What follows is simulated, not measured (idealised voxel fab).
Title: Process Module voxel self aligned contacts
We display cut, a cross-section 185 nm in width whose square cells are each 5 nm.
Cross-section spec: square-cell grid; bands listed top down; each band is one or more rows.
Basically the band line says how high the top is and how high the bottom is, in nm, and then what's in it from left to right, every material with its width in nm. Empty space shows up as "empty", and if a single material carries "throughout" it runs the full band edge to edge.
Height datum 0, below which the as-received substrate wafer is one material. Lowest band open at the bottom, running downward: "from 0 down".
With a width like "30..40", each row of cells in the band differs from the next by the same amount, the top row carrying the first number and the bottom row the second.
Where a step carries "stayed the same", the cross-section came out of it unchanged, cell for cell.
The label "Non-vented voids" introduces a list of the empty spaces, 8 cells or larger, that have no open way up to the top; each entry in it reads width x height at distance, where the distance is taken from the left edge and all three are stated in nm.
Whatever follows a step's settings on its line is a remark the simulator itself makes about that step.
On any step carrying a mask, the "overlay nm" setting, if present on the step's line, tells how far right of its planned place the mask lay; negative values point to the left.
Note on reading: below, each pair holds a cross-section from before one process step and one from after it; the one from after shows only down to the lowest band that changed. Beneath the pair, the step in between is stated along with its settings. The pairs can stem from different runs of this module on the same starting wafer. Where a pair's entry headed "before" says so, and only there, that pair continues from the pair above it.

**before**
  from 0 down = Si throughout
  Non-vented voids: none

**Result of Step**
  from 5 to 0 = SiO2 throughout
  Unchanged below 0.
  Non-vented voids: none
Between before and after, shown above: op CONFORMAL_DEP | material SiO2 | thk nm 5

before: per the after cross-section of the pair just above.

**Result of Step**
  from 25 to 5 = polySi throughout
  Unchanged below 5.
  Non-vented voids: none
Between before and after, shown above: op DIRECTIONAL_DEP | material polySi | thk nm 20

before: per the after cross-section of the pair just above.

**Result of Step**
  from 45 to 25 = SiN throughout
  Unchanged below 25.
  Non-vented voids: none
Between before and after, shown above: op DIRECTIONAL_DEP | material SiN | thk nm 20

before: per the after cross-section of the pair just above.

**Result of Step**
  from 60 to 45 = empty 50 nm; resist 25 nm; empty 35 nm; resist 25 nm; empty 50 nm
  Unchanged below 45.
  Non-vented voids: none
Between before and after, shown above: op PATTERN | tone cover | mask id GATE | material resist | width nm 25 | pitch nm 60 | thk nm 15 | overlay nm 0

before: per the after cross-section of the pair just above.

**Result of Step**
  from 60 to 45 = empty 50 nm; resist 25 nm; empty 35 nm; resist 25 nm; empty 50 nm
  from 45 to 25 = empty 50 nm; SiN 25 nm; empty 35 nm; SiN 25 nm; empty 50 nm
  Unchanged below 25.
  Non-vented voids: none
Between before and after, shown above: op DIRECTIONAL_ETCH | etch materials SiN | depth nm 20

before: per the after cross-section of the pair just above.

**Result of Step**
  from 60 to 45 = empty 50 nm; resist 25 nm; empty 35 nm; resist 25 nm; empty 50 nm
  from 45 to 25 = empty 50 nm; SiN 25 nm; empty 35 nm; SiN 25 nm; empty 50 nm
  from 25 to 5 = empty 50 nm; polySi 25 nm; empty 35 nm; polySi 25 nm; empty 50 nm
  Unchanged below 5.
  Non-vented voids: none
Between before and after, shown above: op DIRECTIONAL_ETCH | etch materials polySi | depth nm 20

before: per the after cross-section of the pair just above.

**Result of Step**
  from 45 to 25 = empty 50 nm; SiN 25 nm; empty 35 nm; SiN 25 nm; empty 50 nm
  Unchanged below 25.
  Non-vented voids: none
Between before and after, shown above: op STRIP | etch materials resist

before: per the after cross-section of the pair just above.

**Result of Step**
  from 50 to 25 = empty 45 nm; SiN 35 nm; empty 25 nm; SiN 35 nm; empty 45 nm
  from 25 to 10 = empty 45 nm; SiN 5 nm; polySi 25 nm; SiN 5 nm; empty 25 nm; SiN 5 nm; polySi 25 nm; SiN 5 nm; empty 45 nm
  from 10 to 5 = SiN 50 nm; polySi 25 nm; SiN 35 nm; polySi 25 nm; SiN 50 nm
  Unchanged below 5.
  Non-vented voids: none
Between before and after, shown above: op CONFORMAL_DEP | material SiN | thk nm 5

before: per the after cross-section of the pair just above.

**Result of Step**
  from 45 to 25 = empty 45 nm; SiN 35 nm; empty 25 nm; SiN 35 nm; empty 45 nm
  from 25 to 5 = empty 45 nm; SiN 5 nm; polySi 25 nm; SiN 5 nm; empty 25 nm; SiN 5 nm; polySi 25 nm; SiN 5 nm; empty 45 nm
  Unchanged below 5.
  Non-vented voids: none
Between before and after, shown above: op DIRECTIONAL_ETCH | etch materials SiN | depth nm 5

before: per the after cross-section of the pair just above.

**Result of Step**
  from 60 to 45 = SiO2 throughout
  from 45 to 25 = SiO2 45 nm; SiN 35 nm; SiO2 25 nm; SiN 35 nm; SiO2 45 nm
  from 25 to 5 = SiO2 45 nm; SiN 5 nm; polySi 25 nm; SiN 5 nm; SiO2 25 nm; SiN 5 nm; polySi 25 nm; SiN 5 nm; SiO2 45 nm
  Unchanged below 5.
  Non-vented voids: none
Between before and after, shown above: op FILL_DEP | material SiO2 | thk nm 15

before: per the after cross-section of the pair just above.

**Result of Step**
  from 50 to 45 = SiO2 throughout
  Unchanged below 45.
  Non-vented voids: none
Between before and after, shown above: op CMP | height nm 50

before: per the after cross-section of the pair just above.

**Result of Step**
  from 65 to 50 = resist 70 nm; empty 45 nm; resist 70 nm
  Unchanged below 50.
  Non-vented voids: none
Between before and after, shown above: op PATTERN | tone open | mask id CONTACT | material resist | width nm 45 | thk nm 15 | overlay nm 0

before: per the after cross-section of the pair just above.

**Result of Step**
  from 65 to 50 = resist 70 nm; empty 45 nm; resist 70 nm
  from 50 to 45 = SiO2 70 nm; empty 45 nm; SiO2 70 nm
  from 45 to 25 = SiO2 45 nm; SiN 35 nm; empty 25 nm; SiN 35 nm; SiO2 45 nm
  from 25 to 5 = SiO2 45 nm; SiN 5 nm; polySi 25 nm; SiN 5 nm; empty 25 nm; SiN 5 nm; polySi 25 nm; SiN 5 nm; SiO2 45 nm
  from 5 to 0 = SiO2 80 nm; empty 25 nm; SiO2 80 nm
  Unchanged below 0.
  Non-vented voids: none
Between before and after, shown above: op DIRECTIONAL_ETCH | etch materials SiO2 | depth nm 50

before: per the after cross-section of the pair just above.

**Result of Step**
  from 50 to 45 = SiO2 70 nm; empty 45 nm; SiO2 70 nm
  Unchanged below 45.
  Non-vented voids: none
Between before and after, shown above: op STRIP | etch materials resist

before: per the after cross-section of the pair just above.

**Result of Step**
  from 55 to 50 = TiN 75 nm; empty 35 nm; TiN 75 nm
  from 50 to 45 = SiO2 70 nm; TiN 15 nm; empty 15 nm; TiN 15 nm; SiO2 70 nm
  from 45 to 25 = SiO2 45 nm; SiN 35 nm; TiN 5 nm; empty 15 nm; TiN 5 nm; SiN 35 nm; SiO2 45 nm
  from 25 to 5 = SiO2 45 nm; SiN 5 nm; polySi 25 nm; SiN 5 nm; TiN 5 nm; empty 15 nm; TiN 5 nm; SiN 5 nm; polySi 25 nm; SiN 5 nm; SiO2 45 nm
  from 5 to 0 = SiO2 80 nm; TiN 25 nm; SiO2 80 nm
  Unchanged below 0.
  Non-vented voids: none
Between before and after, shown above: op CONFORMAL_DEP | material TiN | thk nm 5

before: per the after cross-section of the pair just above.

**Result of Step**
  from 60 to 55 = Ru throughout
  from 55 to 50 = TiN 75 nm; Ru 35 nm; TiN 75 nm
  from 50 to 45 = SiO2 70 nm; TiN 15 nm; Ru 15 nm; TiN 15 nm; SiO2 70 nm
  from 45 to 25 = SiO2 45 nm; SiN 35 nm; TiN 5 nm; Ru 15 nm; TiN 5 nm; SiN 35 nm; SiO2 45 nm
  from 25 to 5 = SiO2 45 nm; SiN 5 nm; polySi 25 nm; SiN 5 nm; TiN 5 nm; Ru 15 nm; TiN 5 nm; SiN 5 nm; polySi 25 nm; SiN 5 nm; SiO2 45 nm
  Unchanged below 5.
  Non-vented voids: none
Between before and after, shown above: op FILL_DEP | material Ru | thk nm 5

before: per the after cross-section of the pair just above.

**Result of Step**
  from 50 to 45 = SiO2 70 nm; TiN 15 nm; Ru 15 nm; TiN 15 nm; SiO2 70 nm
  Unchanged below 45.
  Non-vented voids: none
Between before and after, shown above: op CMP | height nm 50

before: per the after cross-section of the pair just above.

**Result of Step**
  from 55 to 50 = SiN throughout
  Unchanged below 50.
  Non-vented voids: none
Between before and after, shown above: op CONFORMAL_DEP | material SiN | thk nm 5

**before**
  from 45 to 25 = empty 50 nm; SiN 25 nm; empty 35 nm; SiN 25 nm; empty 50 nm
  from 25 to 5 = empty 50 nm; polySi 25 nm; empty 35 nm; polySi 25 nm; empty 50 nm
  from 5 to 0 = SiO2 throughout
  from 0 down = Si throughout
  Non-vented voids: none

**Result of Step**
  from 40 to 25 = empty 50 nm; SiN 25 nm; empty 35 nm; SiN 25 nm; empty 50 nm
  Unchanged below 25.
  Non-vented voids: none
Between before and after, shown above: op DIRECTIONAL_ETCH | etch materials SiN | depth nm 5

before: per the after cross-section of the pair just above.

**Result of Step**
  from 55 to 40 = SiO2 throughout
  from 40 to 25 = SiO2 50 nm; SiN 25 nm; SiO2 35 nm; SiN 25 nm; SiO2 50 nm
  from 25 to 5 = SiO2 50 nm; polySi 25 nm; SiO2 35 nm; polySi 25 nm; SiO2 50 nm
  Unchanged below 5.
  Non-vented voids: none
Between before and after, shown above: op FILL_DEP | material SiO2 | thk nm 15

before: per the after cross-section of the pair just above.

**Result of Step**
  from 50 to 40 = SiO2 throughout
  Unchanged below 40.
  Non-vented voids: none
Between before and after, shown above: op CMP | height nm 50

before: per the after cross-section of the pair just above.

**Result of Step**
  from 65 to 50 = resist 70 nm; empty 45 nm; resist 70 nm
  Unchanged below 50.
  Non-vented voids: none
Between before and after, shown above: op PATTERN | tone open | mask id CONTACT | material resist | width nm 45 | thk nm 15 | overlay nm 0

before: per the after cross-section of the pair just above.

**Result of Step**
  from 65 to 50 = resist 70 nm; empty 45 nm; resist 70 nm
  from 50 to 40 = SiO2 70 nm; empty 45 nm; SiO2 70 nm
  from 40 to 25 = SiO2 50 nm; SiN 25 nm; empty 35 nm; SiN 25 nm; SiO2 50 nm
  from 25 to 5 = SiO2 50 nm; polySi 25 nm; empty 35 nm; polySi 25 nm; SiO2 50 nm
  from 5 to 0 = SiO2 75 nm; empty 35 nm; SiO2 75 nm
  Unchanged below 0.
  Non-vented voids: none
Between before and after, shown above: op DIRECTIONAL_ETCH | etch materials SiO2 | depth nm 50

before: per the after cross-section of the pair just above.

**Result of Step**
  from 50 to 40 = SiO2 70 nm; empty 45 nm; SiO2 70 nm
  Unchanged below 40.
  Non-vented voids: none
Between before and after, shown above: op STRIP | etch materials resist

before: per the after cross-section of the pair just above.

**Result of Step**
  from 55 to 50 = TiN 75 nm; empty 35 nm; TiN 75 nm
  from 50 to 40 = SiO2 70 nm; TiN 5..10 nm; empty 35..25 nm; TiN 5..10 nm; SiO2 70 nm
  from 40 to 25 = SiO2 50 nm; SiN 25 nm; TiN 5 nm; empty 25 nm; TiN 5 nm; SiN 25 nm; SiO2 50 nm
  from 25 to 5 = SiO2 50 nm; polySi 25 nm; TiN 5 nm; empty 25 nm; TiN 5 nm; polySi 25 nm; SiO2 50 nm
  from 5 to 0 = SiO2 75 nm; TiN 35 nm; SiO2 75 nm
  Unchanged below 0.
  Non-vented voids: none
Between before and after, shown above: op CONFORMAL_DEP | material TiN | thk nm 5

before: per the after cross-section of the pair just above.

**Result of Step**
  from 60 to 55 = Ru throughout
  from 55 to 50 = TiN 75 nm; Ru 35 nm; TiN 75 nm
  from 50 to 40 = SiO2 70 nm; TiN 5..10 nm; Ru 35..25 nm; TiN 5..10 nm; SiO2 70 nm
  from 40 to 25 = SiO2 50 nm; SiN 25 nm; TiN 5 nm; Ru 25 nm; TiN 5 nm; SiN 25 nm; SiO2 50 nm
  from 25 to 5 = SiO2 50 nm; polySi 25 nm; TiN 5 nm; Ru 25 nm; TiN 5 nm; polySi 25 nm; SiO2 50 nm
  Unchanged below 5.
  Non-vented voids: none
Between before and after, shown above: op FILL_DEP | material Ru | thk nm 5

before: per the after cross-section of the pair just above.

**Result of Step**
  from 50 to 40 = SiO2 70 nm; TiN 5..10 nm; Ru 35..25 nm; TiN 5..10 nm; SiO2 70 nm
  Unchanged below 40.
  Non-vented voids: none
Between before and after, shown above: op CMP | height nm 50

before: per the after cross-section of the pair just above.

**Result of Step**
  from 55 to 50 = SiN throughout
  Unchanged below 50.
  Non-vented voids: none
Between before and after, shown above: op CONFORMAL_DEP | material SiN | thk nm 5

**before**
  from 45 to 25 = SiN throughout
  from 25 to 5 = polySi throughout
  from 5 to 0 = SiO2 throughout
  from 0 down = Si throughout
  Non-vented voids: none

**Result of Step**
  from 65 to 25 = SiN throughout
  Unchanged below 25.
  Non-vented voids: none
Between before and after, shown above: op DIRECTIONAL_DEP | material SiN | thk nm 20

before: per the after cross-section of the pair just above.

**Result of Step**
  from 80 to 65 = empty 50 nm; resist 25 nm; empty 35 nm; resist 25 nm; empty 50 nm
  Unchanged below 65.
  Non-vented voids: none
Between before and after, shown above: op PATTERN | tone cover | mask id GATE | material resist | width nm 25 | pitch nm 60 | thk nm 15 | overlay nm 0

before: per the after cross-section of the pair just above.

**Result of Step**
  from 80 to 65 = empty 50 nm; resist 25 nm; empty 35 nm; resist 25 nm; empty 50 nm
  from 65 to 45 = empty 50 nm; SiN 25 nm; empty 35 nm; SiN 25 nm; empty 50 nm
  Unchanged below 45.
  Non-vented voids: none
Between before and after, shown above: op DIRECTIONAL_ETCH | etch materials SiN | depth nm 20

before: per the after cross-section of the pair just above.

**Result of Step**
  from 65 to 45 = empty 50 nm; SiN 25 nm; empty 35 nm; SiN 25 nm; empty 50 nm
  Unchanged below 45.
  Non-vented voids: none
Between before and after, shown above: op STRIP | etch materials resist

before: per the after cross-section of the pair just above.

**Result of Step**
  from 70 to 50 = empty 45 nm; SiN 35 nm; empty 25 nm; SiN 35 nm; empty 45 nm
  from 50 to 25 = SiN throughout
  Unchanged below 25.
  Non-vented voids: none
Between before and after, shown above: op CONFORMAL_DEP | material SiN | thk nm 5

before: per the after cross-section of the pair just above.

**Result of Step**
  from 65 to 45 = empty 45 nm; SiN 35 nm; empty 25 nm; SiN 35 nm; empty 45 nm
  Unchanged below 45.
  Non-vented voids: none
Between before and after, shown above: op DIRECTIONAL_ETCH | etch materials SiN | depth nm 5

before: per the after cross-section of the pair just above.

**Result of Step**
  from 80 to 65 = SiO2 throughout
  from 65 to 45 = SiO2 45 nm; SiN 35 nm; SiO2 25 nm; SiN 35 nm; SiO2 45 nm
  Unchanged below 45.
  Non-vented voids: none
Between before and after, shown above: op FILL_DEP | material SiO2 | thk nm 15

before: per the after cross-section of the pair just above.

**Result of Step**
  from 50 to 45 = SiO2 45 nm; SiN 35 nm; SiO2 25 nm; SiN 35 nm; SiO2 45 nm
  Unchanged below 45.
  Non-vented voids: none
Between before and after, shown above: op CMP | height nm 50

before: per the after cross-section of the pair just above.

**Result of Step**
  from 65 to 50 = resist 70 nm; empty 45 nm; resist 70 nm
  Unchanged below 50.
  Non-vented voids: none
Between before and after, shown above: op PATTERN | tone open | mask id CONTACT | material resist | width nm 45 | thk nm 15 | overlay nm 0

before: per the after cross-section of the pair just above.

**Result of Step**
  from 65 to 50 = resist 70 nm; empty 45 nm; resist 70 nm
  from 50 to 45 = SiO2 45 nm; SiN 35 nm; empty 25 nm; SiN 35 nm; SiO2 45 nm
  Unchanged below 45.
  Non-vented voids: none
Between before and after, shown above: op DIRECTIONAL_ETCH | etch materials SiO2 | depth nm 50

before: per the after cross-section of the pair just above.

**Result of Step**
  from 50 to 45 = SiO2 45 nm; SiN 35 nm; empty 25 nm; SiN 35 nm; SiO2 45 nm
  Unchanged below 45.
  Non-vented voids: none
Between before and after, shown above: op STRIP | etch materials resist

before: per the after cross-section of the pair just above.

**Result of Step**
  from 55 to 50 = TiN 85 nm; empty 15 nm; TiN 85 nm
  from 50 to 45 = SiO2 45 nm; SiN 35 nm; TiN 25 nm; SiN 35 nm; SiO2 45 nm
  Unchanged below 45.
  Non-vented voids: none
Between before and after, shown above: op CONFORMAL_DEP | material TiN | thk nm 5

before: per the after cross-section of the pair just above.

**Result of Step**
  from 60 to 55 = Ru throughout
  from 55 to 50 = TiN 85 nm; Ru 15 nm; TiN 85 nm
  Unchanged below 50.
  Non-vented voids: none
Between before and after, shown above: op FILL_DEP | material Ru | thk nm 5

before: per the after cross-section of the pair just above.

**Result of Step**
  from 50 to 45 = SiO2 45 nm; SiN 35 nm; TiN 25 nm; SiN 35 nm; SiO2 45 nm
  Unchanged below 45.
  Non-vented voids: none
Between before and after, shown above: op CMP | height nm 50

before: per the after cross-section of the pair just above.

**Result of Step**
  from 55 to 50 = SiN throughout
  Unchanged below 50.
  Non-vented voids: none
Between before and after, shown above: op CONFORMAL_DEP | material SiN | thk nm 5

**before**
  from 5 to 0 = SiO2 throughout
  from 0 down = Si throughout
  Non-vented voids: none

**Result of Step**
  from 25 to 5 = SiN throughout
  Unchanged below 5.
  Non-vented voids: none
Between before and after, shown above: op DIRECTIONAL_DEP | material SiN | thk nm 20

before: per the after cross-section of the pair just above.

**Result of Step**
  from 45 to 25 = polySi throughout
  Unchanged below 25.
  Non-vented voids: none
Between before and after, shown above: op DIRECTIONAL_DEP | material polySi | thk nm 20

before: per the after cross-section of the pair just above.

**Result of Step**
  from 60 to 45 = empty 50 nm; resist 25 nm; empty 35 nm; resist 25 nm; empty 50 nm
  Unchanged below 45.
  Non-vented voids: none
Between before and after, shown above: op PATTERN | tone cover | mask id GATE | material resist | width nm 25 | pitch nm 60 | thk nm 15 | overlay nm 0

before: per the after cross-section of the pair just above.

**Result of Step**
  from 60 to 45 = empty 50 nm; resist 25 nm; empty 35 nm; resist 25 nm; empty 50 nm
  from 45 to 25 = empty 50 nm; polySi 25 nm; empty 35 nm; polySi 25 nm; empty 50 nm
  Unchanged below 25.
  Non-vented voids: none
Between before and after, shown above: op DIRECTIONAL_ETCH | etch materials polySi | depth nm 20

before: per the after cross-section of the pair just above.

**Result of Step**
  from 45 to 25 = empty 50 nm; polySi 25 nm; empty 35 nm; polySi 25 nm; empty 50 nm
  Unchanged below 25.
  Non-vented voids: none
Between before and after, shown above: op STRIP | etch materials resist

before: per the after cross-section of the pair just above.

**Result of Step**
  from 50 to 45 = empty 45 nm; SiN 35 nm; empty 25 nm; SiN 35 nm; empty 45 nm
  from 45 to 30 = empty 45 nm; SiN 5 nm; polySi 25 nm; SiN 5 nm; empty 25 nm; SiN 5 nm; polySi 25 nm; SiN 5 nm; empty 45 nm
  from 30 to 25 = SiN 50 nm; polySi 25 nm; SiN 35 nm; polySi 25 nm; SiN 50 nm
  Unchanged below 25.
  Non-vented voids: none
Between before and after, shown above: op CONFORMAL_DEP | material SiN | thk nm 5

before: per the after cross-section of the pair just above.

**Result of Step**
  from 45 to 25 = empty 45 nm; SiN 5 nm; polySi 25 nm; SiN 5 nm; empty 25 nm; SiN 5 nm; polySi 25 nm; SiN 5 nm; empty 45 nm
  Unchanged below 25.
  Non-vented voids: none
Between before and after, shown above: op DIRECTIONAL_ETCH | etch materials SiN | depth nm 5

before: per the after cross-section of the pair just above.

**Result of Step**
  from 60 to 45 = SiO2 throughout
  from 45 to 25 = SiO2 45 nm; SiN 5 nm; polySi 25 nm; SiN 5 nm; SiO2 25 nm; SiN 5 nm; polySi 25 nm; SiN 5 nm; SiO2 45 nm
  Unchanged below 25.
  Non-vented voids: none
Between before and after, shown above: op FILL_DEP | material SiO2 | thk nm 15

before: per the after cross-section of the pair just above.

**Result of Step**
  from 50 to 45 = SiO2 throughout
  Unchanged below 45.
  Non-vented voids: none
Between before and after, shown above: op CMP | height nm 50

before: per the after cross-section of the pair just above.

**Result of Step**
  from 65 to 50 = resist 70 nm; empty 45 nm; resist 70 nm
  Unchanged below 50.
  Non-vented voids: none
Between before and after, shown above: op PATTERN | tone open | mask id CONTACT | material resist | width nm 45 | thk nm 15 | overlay nm 0

before: per the after cross-section of the pair just above.

**Result of Step**
  from 65 to 50 = resist 70 nm; empty 45 nm; resist 70 nm
  from 50 to 45 = SiO2 70 nm; empty 45 nm; SiO2 70 nm
  from 45 to 25 = SiO2 45 nm; SiN 5 nm; polySi 25 nm; SiN 5 nm; empty 25 nm; SiN 5 nm; polySi 25 nm; SiN 5 nm; SiO2 45 nm
  Unchanged below 25.
  Non-vented voids: none
Between before and after, shown above: op DIRECTIONAL_ETCH | etch materials SiO2 | depth nm 50

before: per the after cross-section of the pair just above.

**Result of Step**
  from 50 to 45 = SiO2 70 nm; empty 45 nm; SiO2 70 nm
  Unchanged below 45.
  Non-vented voids: none
Between before and after, shown above: op STRIP | etch materials resist

before: per the after cross-section of the pair just above.

**Result of Step**
  from 55 to 50 = TiN 75 nm; empty 35 nm; TiN 75 nm
  from 50 to 45 = SiO2 70 nm; TiN 15 nm; empty 15 nm; TiN 15 nm; SiO2 70 nm
  from 45 to 30 = SiO2 45 nm; SiN 5 nm; polySi 25 nm; SiN 5 nm; TiN 5 nm; empty 15 nm; TiN 5 nm; SiN 5 nm; polySi 25 nm; SiN 5 nm; SiO2 45 nm
  from 30 to 25 = SiO2 45 nm; SiN 5 nm; polySi 25 nm; SiN 5 nm; TiN 25 nm; SiN 5 nm; polySi 25 nm; SiN 5 nm; SiO2 45 nm
  Unchanged below 25.
  Non-vented voids: none
Between before and after, shown above: op CONFORMAL_DEP | material TiN | thk nm 5

before: per the after cross-section of the pair just above.

**Result of Step**
  from 60 to 55 = Ru throughout
  from 55 to 50 = TiN 75 nm; Ru 35 nm; TiN 75 nm
  from 50 to 45 = SiO2 70 nm; TiN 15 nm; Ru 15 nm; TiN 15 nm; SiO2 70 nm
  from 45 to 30 = SiO2 45 nm; SiN 5 nm; polySi 25 nm; SiN 5 nm; TiN 5 nm; Ru 15 nm; TiN 5 nm; SiN 5 nm; polySi 25 nm; SiN 5 nm; SiO2 45 nm
  Unchanged below 30.
  Non-vented voids: none
Between before and after, shown above: op FILL_DEP | material Ru | thk nm 5

before: per the after cross-section of the pair just above.

**Result of Step**
  from 50 to 45 = SiO2 70 nm; TiN 15 nm; Ru 15 nm; TiN 15 nm; SiO2 70 nm
  Unchanged below 45.
  Non-vented voids: none
Between before and after, shown above: op CMP | height nm 50

before: per the after cross-section of the pair just above.

**Result of Step**
  from 55 to 50 = SiN throughout
  Unchanged below 50.
  Non-vented voids: none
Between before and after, shown above: op CONFORMAL_DEP | material SiN | thk nm 5

**before**
  from 5 to 0 = SiO2 throughout
  from 0 down = Si throughout
  Non-vented voids: none

**Result of Step**
  from 35 to 5 = polySi throughout
  Unchanged below 5.
  Non-vented voids: none
Between before and after, shown above: op DIRECTIONAL_DEP | material polySi | thk nm 30

before: per the after cross-section of the pair just above.

**Result of Step**
  from 55 to 35 = SiN throughout
  Unchanged below 35.
  Non-vented voids: none
Between before and after, shown above: op DIRECTIONAL_DEP | material SiN | thk nm 20

before: per the after cross-section of the pair just above.

**Result of Step**
  from 70 to 55 = empty 50 nm; resist 25 nm; empty 35 nm; resist 25 nm; empty 50 nm
  Unchanged below 55.
  Non-vented voids: none
Between before and after, shown above: op PATTERN | tone cover | mask id GATE | material resist | width nm 25 | pitch nm 60 | thk nm 15 | overlay nm 0

before: per the after cross-section of the pair just above.

**Result of Step**
  from 70 to 55 = empty 50 nm; resist 25 nm; empty 35 nm; resist 25 nm; empty 50 nm
  from 55 to 35 = empty 50 nm; SiN 25 nm; empty 35 nm; SiN 25 nm; empty 50 nm
  Unchanged below 35.
  Non-vented voids: none
Between before and after, shown above: op DIRECTIONAL_ETCH | etch materials SiN | depth nm 20

before: per the after cross-section of the pair just above.

**Result of Step**
  from 70 to 55 = empty 50 nm; resist 25 nm; empty 35 nm; resist 25 nm; empty 50 nm
  from 55 to 35 = empty 50 nm; SiN 25 nm; empty 35 nm; SiN 25 nm; empty 50 nm
  from 35 to 15 = empty 50 nm; polySi 25 nm; empty 35 nm; polySi 25 nm; empty 50 nm
  Unchanged below 15.
  Non-vented voids: none
Between before and after, shown above: op DIRECTIONAL_ETCH | etch materials polySi | depth nm 20

before: per the after cross-section of the pair just above.

**Result of Step**
  from 55 to 35 = empty 50 nm; SiN 25 nm; empty 35 nm; SiN 25 nm; empty 50 nm
  Unchanged below 35.
  Non-vented voids: none
Between before and after, shown above: op STRIP | etch materials resist

before: per the after cross-section of the pair just above.

**Result of Step**
  from 60 to 35 = empty 45 nm; SiN 35 nm; empty 25 nm; SiN 35 nm; empty 45 nm
  from 35 to 20 = empty 45 nm; SiN 5 nm; polySi 25 nm; SiN 5 nm; empty 25 nm; SiN 5 nm; polySi 25 nm; SiN 5 nm; empty 45 nm
  from 20 to 15 = SiN 50 nm; polySi 25 nm; SiN 35 nm; polySi 25 nm; SiN 50 nm
  Unchanged below 15.
  Non-vented voids: none
Between before and after, shown above: op CONFORMAL_DEP | material SiN | thk nm 5

before: per the after cross-section of the pair just above.

**Result of Step**
  from 55 to 35 = empty 45 nm; SiN 35 nm; empty 25 nm; SiN 35 nm; empty 45 nm
  from 35 to 15 = empty 45 nm; SiN 5 nm; polySi 25 nm; SiN 5 nm; empty 25 nm; SiN 5 nm; polySi 25 nm; SiN 5 nm; empty 45 nm
  Unchanged below 15.
  Non-vented voids: none
Between before and after, shown above: op DIRECTIONAL_ETCH | etch materials SiN | depth nm 5

before: per the after cross-section of the pair just above.

**Result of Step**
  from 70 to 55 = SiO2 throughout
  from 55 to 35 = SiO2 45 nm; SiN 35 nm; SiO2 25 nm; SiN 35 nm; SiO2 45 nm
  from 35 to 15 = SiO2 45 nm; SiN 5 nm; polySi 25 nm; SiN 5 nm; SiO2 25 nm; SiN 5 nm; polySi 25 nm; SiN 5 nm; SiO2 45 nm
  Unchanged below 15.
  Non-vented voids: none
Between before and after, shown above: op FILL_DEP | material SiO2 | thk nm 15

before: per the after cross-section of the pair just above.

**Result of Step**
  from 50 to 35 = SiO2 45 nm; SiN 35 nm; SiO2 25 nm; SiN 35 nm; SiO2 45 nm
  Unchanged below 35.
  Non-vented voids: none
Between before and after, shown above: op CMP | height nm 50

before: per the after cross-section of the pair just above.

**Result of Step**
  from 65 to 50 = resist 70 nm; empty 45 nm; resist 70 nm
  Unchanged below 50.
  Non-vented voids: none
Between before and after, shown above: op PATTERN | tone open | mask id CONTACT | material resist | width nm 45 | thk nm 15 | overlay nm 0

before: per the after cross-section of the pair just above.

**Result of Step**
  from 65 to 50 = resist 70 nm; empty 45 nm; resist 70 nm
  from 50 to 35 = SiO2 45 nm; SiN 35 nm; empty 25 nm; SiN 35 nm; SiO2 45 nm
  from 35 to 15 = SiO2 45 nm; SiN 5 nm; polySi 25 nm; SiN 5 nm; empty 25 nm; SiN 5 nm; polySi 25 nm; SiN 5 nm; SiO2 45 nm
  Unchanged below 15.
  Non-vented voids: none
Between before and after, shown above: op DIRECTIONAL_ETCH | etch materials SiO2 | depth nm 50

before: per the after cross-section of the pair just above.

**Result of Step**
  from 50 to 35 = SiO2 45 nm; SiN 35 nm; empty 25 nm; SiN 35 nm; SiO2 45 nm
  Unchanged below 35.
  Non-vented voids: none
Between before and after, shown above: op STRIP | etch materials resist

before: per the after cross-section of the pair just above.

**Result of Step**
  from 55 to 50 = TiN 85 nm; empty 15 nm; TiN 85 nm
  from 50 to 35 = SiO2 45 nm; SiN 35 nm; TiN 5 nm; empty 15 nm; TiN 5 nm; SiN 35 nm; SiO2 45 nm
  from 35 to 20 = SiO2 45 nm; SiN 5 nm; polySi 25 nm; SiN 5 nm; TiN 5 nm; empty 15 nm; TiN 5 nm; SiN 5 nm; polySi 25 nm; SiN 5 nm; SiO2 45 nm
  from 20 to 15 = SiO2 45 nm; SiN 5 nm; polySi 25 nm; SiN 5 nm; TiN 25 nm; SiN 5 nm; polySi 25 nm; SiN 5 nm; SiO2 45 nm
  Unchanged below 15.
  Non-vented voids: none
Between before and after, shown above: op CONFORMAL_DEP | material TiN | thk nm 5

before: per the after cross-section of the pair just above.

**Result of Step**
  from 60 to 55 = Ru throughout
  from 55 to 50 = TiN 85 nm; Ru 15 nm; TiN 85 nm
  from 50 to 35 = SiO2 45 nm; SiN 35 nm; TiN 5 nm; Ru 15 nm; TiN 5 nm; SiN 35 nm; SiO2 45 nm
  from 35 to 20 = SiO2 45 nm; SiN 5 nm; polySi 25 nm; SiN 5 nm; TiN 5 nm; Ru 15 nm; TiN 5 nm; SiN 5 nm; polySi 25 nm; SiN 5 nm; SiO2 45 nm
  Unchanged below 20.
  Non-vented voids: none
Between before and after, shown above: op FILL_DEP | material Ru | thk nm 5

before: per the after cross-section of the pair just above.

**Result of Step**
  from 50 to 35 = SiO2 45 nm; SiN 35 nm; TiN 5 nm; Ru 15 nm; TiN 5 nm; SiN 35 nm; SiO2 45 nm
  Unchanged below 35.
  Non-vented voids: none
Between before and after, shown above: op CMP | height nm 50

before: per the after cross-section of the pair just above.

**Result of Step**
  from 55 to 50 = SiN throughout
  Unchanged below 50.
  Non-vented voids: none
Between before and after, shown above: op CONFORMAL_DEP | material SiN | thk nm 5

**before**
  from 45 to 25 = SiN throughout
  from 25 to 5 = polySi throughout
  from 5 to 0 = SiO2 throughout
  from 0 down = Si throughout
  Non-vented voids: none

**Result of Step**
  from 60 to 45 = empty 45 nm; resist 35 nm; empty 25 nm; resist 35 nm; empty 45 nm
  Unchanged below 45.
  Non-vented voids: none
Between before and after, shown above: op PATTERN | tone cover | mask id GATE | material resist | width nm 35 | pitch nm 60 | thk nm 15 | overlay nm 0

before: per the after cross-section of the pair just above.

**Result of Step**
  from 60 to 45 = empty 45 nm; resist 35 nm; empty 25 nm; resist 35 nm; empty 45 nm
  from 45 to 25 = empty 45 nm; SiN 35 nm; empty 25 nm; SiN 35 nm; empty 45 nm
  Unchanged below 25.
  Non-vented voids: none
Between before and after, shown above: op DIRECTIONAL_ETCH | etch materials SiN | depth nm 20

before: per the after cross-section of the pair just above.

**Result of Step**
  from 60 to 45 = empty 45 nm; resist 35 nm; empty 25 nm; resist 35 nm; empty 45 nm
  from 45 to 25 = empty 45 nm; SiN 35 nm; empty 25 nm; SiN 35 nm; empty 45 nm
  from 25 to 5 = empty 45 nm; polySi 35 nm; empty 25 nm; polySi 35 nm; empty 45 nm
  Unchanged below 5.
  Non-vented voids: none
Between before and after, shown above: op DIRECTIONAL_ETCH | etch materials polySi | depth nm 20
